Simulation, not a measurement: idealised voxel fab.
A process module follows: voxel ribs on slabs.
Pictured: cross-section cut, 175 nm wide, on a grid of 5 nm square cells.
Format of a cross-section: grid, square cells. Given as bands. Order: top down. Band: one or more rows of cells.
Band entry format. Leading values: height of top, height of bottom, nm. Remainder: materials in left-to-right order, each with its width in nm. Special words: "all across" on a single material, which then fills the band edge to edge; "empty", empty space.
For the purposes of this specification, 0 denotes the height below which the wafer in its as-received condition is composed wholly of one material, and the lowermost band, lacking a lower limit, extends downward without end, as expressed in "top 0, no bottom".
When a width is written as two numbers, as in "30..40", the first number is the width in the top row of cells of the band and the second is the width in its bottom row, and the width changes by the same amount from each row to the next.
No cell of the cross-section changed in a step that is given as "stayed the same".
Look at "Trapped void list" for the closed voids: empty spaces with no open path to the top, sized 8 cells or up. Each is width x height at distance, distance from the left edge, all nm.
The remark found on a step's line after its settings is issued by the simulator itself and pertains to that step.
overlay nm: on a step with a mask, how far right of its planned place the mask lay; negative means left.
-- Planned process steps
1. RECEIVE,material Si
2. DIRECTIONAL_DEP,material SiO2,thk nm 20
3. DIRECTIONAL_DEP,material SiN,thk nm 15
4. MASKED_ETCH,tone cover,mask id RIB,width nm 25,etch materials SiN,depth nm 5,overlay nm 0
5. MASKED_ETCH,tone cover,mask id SLAB,width nm 55,etch materials SiN,depth nm 10,overlay nm 0
6. FILL_DEP,material SiO2,thk nm 15
7. CMP,height nm 45
8. DIRECTIONAL_DEP,material W,thk nm 10
9. PATTERN,tone cover,mask id HEATER,material resist,width nm 35,thk nm 15,overlay nm 0
10. DIRECTIONAL_ETCH,etch materials W,depth nm 10
11. STRIP,etch materials resist
12. CONFORMAL_DEP,material SiN,thk nm 10
-- So, the first of our two wafers, run just as we planned it
-- as received, after step 1
  top 0, no bottom  Si all across
  Trapped void list: none
-- State of the wafer after step 2, shown in cross-section
  top 20, bottom 0  SiO2 all across
  Below 0, the layers are the same as they were.
-- State of the wafer after step 3, shown in cross-section
  top 35, bottom 20  SiN all across
  Below 20, the layers are the same as they were.
-- State of the wafer after step 4, shown in cross-section
  top 35, bottom 30  75 nm empty | 25 nm SiN | 75 nm empty
  Below 30, the layers are the same as they were.
-- State of the wafer after step 5, shown in cross-section
  top 35, bottom 30  75 nm empty | 25 nm SiN | 75 nm empty
  top 30, bottom 20  60 nm empty | 55 nm SiN | 60 nm empty
  Below 20, the layers are the same as they were.
-- State of the wafer after step 6, shown in cross-section
  top 50, bottom 35  SiO2 all across
  top 35, bottom 30  75 nm SiO2 | 25 nm SiN | 75 nm SiO2
  top 30, bottom 20  60 nm SiO2 | 55 nm SiN | 60 nm SiO2
  Below 20, the layers are the same as they were.
-- State of the wafer after step 7, shown in cross-section
  top 45, bottom 35  SiO2 all across
  Below 35, the layers are the same as they were.
-- State of the wafer after step 8, shown in cross-section
  top 55, bottom 45  W all across
  Below 45, the layers are the same as they were.
-- State of the wafer after step 9, shown in cross-section
  top 70, bottom 55  70 nm empty | 35 nm resist | 70 nm empty
  Below 55, the layers are the same as they were.
-- State of the wafer after step 10, shown in cross-section
  top 70, bottom 55  70 nm empty | 35 nm resist | 70 nm empty
  top 55, bottom 45  70 nm empty | 35 nm W | 70 nm empty
  Below 45, the layers are the same as they were.
-- State of the wafer after step 11, shown in cross-section
  top 55, bottom 45  70 nm empty | 35 nm W | 70 nm empty
  Below 45, the layers are the same as they were.
-- State of the wafer after step 12, shown in cross-section
  top 65, bottom 55  60 nm empty | 55 nm SiN | 60 nm empty
  top 55, bottom 45  70 nm SiN | 35 nm W | 70 nm SiN
  Below 45, the layers are the same as they were.
-- The second wafer began exactly as the first did and followed the same plan, but one mistake was made while running it; through step 11 inclusive, the two wafers are identical
Cross-section of the second wafer at the time by which step 12 should have been completed according to the plan: stayed the same
Deviation noted in wafer processing: execution of step 12 of the plan did not take place, the step having been omitted
It is noted that, at the conclusion of processing, the second wafer exhibits a higher or lower cell count for certain materials relative to the first: SiN -78
